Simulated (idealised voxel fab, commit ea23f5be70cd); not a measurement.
voxel wiring stack: a process module
The figure presents cross-section cut, which has a width of 295 nm and is divided into square cells with an edge length of 5 nm.
Cross-section spec: square-cell grid; bands listed top down; each band is one or more rows.
This entry defines a band. It first specifies the height of the band's top and the height of its bottom in nm, and then specifies the band's materials from left to right, stating each material with its width in nm. The word "edge to edge" identifies a single material that fills the band from edge to edge, while the word "empty" identifies empty space.
For the purposes of this specification, 0 denotes the height below which the wafer in its as-received condition is composed wholly of one material, and the lowermost band, lacking a lower limit, extends downward without end, as expressed in "from 0 down".
With a width like "30->40", each row of cells in the band differs from the next by the same amount, the top row carrying the first number and the bottom row the second.
"same as before" (step): cross-section cells unchanged, all of them.
The list in "Entrapped void list" covers empty spaces of 8 cells or more that cannot reach the top through any open way, and it gives each as width x height at distance; the distance is from the left edge, and width, height and distance are in nm.
after a step's settings: what the simulator itself notes on the step
What "overlay nm" on a step's line means: if the step has a mask, that mask lay this far to the right of its planned place, or, when the value is negative, to the left.

-- This section lists the process steps that were planned
- 1: RECEIVE [material Si]
- 2: CONFORMAL_DEP [material SiO2] [thk nm 10]
- 3: DIRECTIONAL_DEP [material TiN] [thk nm 5]
- 4: DIRECTIONAL_DEP [material Ru] [thk nm 20]
- 5: PATTERN [tone cover] [mask id METAL_1] [material resist] [width nm 30] [pitch nm 50] [thk nm 15] [overlay nm 0]
- 6: DIRECTIONAL_ETCH [etch materials Ru] [depth nm 20]
- 7: DIRECTIONAL_ETCH [etch materials TiN] [depth nm 5]
- 8: STRIP [etch materials resist]
- 9: FILL_DEP [material lowk] [thk nm 10]
- 10: CMP [height nm 35]
- 11: CONFORMAL_DEP [material SiCN] [thk nm 5]
- 12: DIRECTIONAL_DEP [material lowk] [thk nm 20]
- 13: PATTERN [tone open] [mask id PLUG_1] [material resist] [width nm 15] [pitch nm 50] [thk nm 20] [overlay nm 0]
- 14: DIRECTIONAL_ETCH [etch materials lowk] [depth nm 20]
- 15: DIRECTIONAL_ETCH [etch materials SiCN] [depth nm 5]
- 16: STRIP [etch materials resist]
- 17: EPI [material Ru] [thk nm 10]
- 18: EPI [material Ru] [thk nm 10]
- 19: EPI [material Ru] [thk nm 5]
- 20: DIRECTIONAL_DEP [material TiN] [thk nm 5]
- 21: DIRECTIONAL_DEP [material W] [thk nm 20]
- 22: MASKED_ETCH [tone cover] [mask id METAL_2] [width nm 30] [pitch nm 50] [etch materials W] [depth nm 20] [overlay nm 0]
- 23: MASKED_ETCH [tone cover] [mask id METAL_2] [width nm 30] [pitch nm 50] [etch materials TiN] [depth nm 5] [overlay nm 0]
- 24: CONFORMAL_DEP [material SiN] [thk nm 5]
- 25: FILL_DEP [material SiO2] [thk nm 10]
- 26: CMP [height nm 85]
- 27: CONFORMAL_DEP [material SiCN] [thk nm 5]

-- Step 1 complete: cross-section of the wafer as received
* from 0 down  Si edge to edge
* Entrapped void list: none

-- Module complete, cross-section. Starting point and plan per above. One mistake made in running the module
* from 90 to 85  SiCN edge to edge
* from 85 to 75  SiO2 75  SiN 5  W 30  SiN 5  SiO2 10  SiN 5  W 30  SiN 5  SiO2 10  SiN 5  W 30  SiN 5  SiO2 80
* from 75 to 70  SiO2 65  SiN 15  TiN 25  W 5  SiN 20  TiN 25  W 5  SiN 20  TiN 25  W 5  SiN 5  SiO2 80
* from 70 to 65  SiO2 65  SiN 5  Ru 35  W 5  SiN 10  Ru 35  W 5  SiN 10  Ru 35  W 5  SiN 5  SiO2 80
* from 65 to 60  SiN 70  Ru 35  TiN 5  SiN 10  Ru 35  TiN 5  SiN 10  Ru 35  TiN 5  SiN 85
* from 60 to 40  lowk 80  Ru 15  lowk 35  Ru 15  lowk 35  Ru 15  lowk 100
* from 40 to 35  SiCN 80  Ru 15  SiCN 35  Ru 15  SiCN 35  Ru 15  SiCN 100
* from 35 to 15  lowk 80  Ru 30  lowk 20  Ru 30  lowk 20  Ru 30  lowk 85
* from 15 to 10  lowk 80  TiN 30  lowk 20  TiN 30  lowk 20  TiN 30  lowk 85
* from 10 to 0  SiO2 edge to edge
* from 0 down  Si edge to edge
* Entrapped void list: none
What was the processing mistake? which of the identical steps 17 and 18 was run twice cannot be determined, only that one of them was
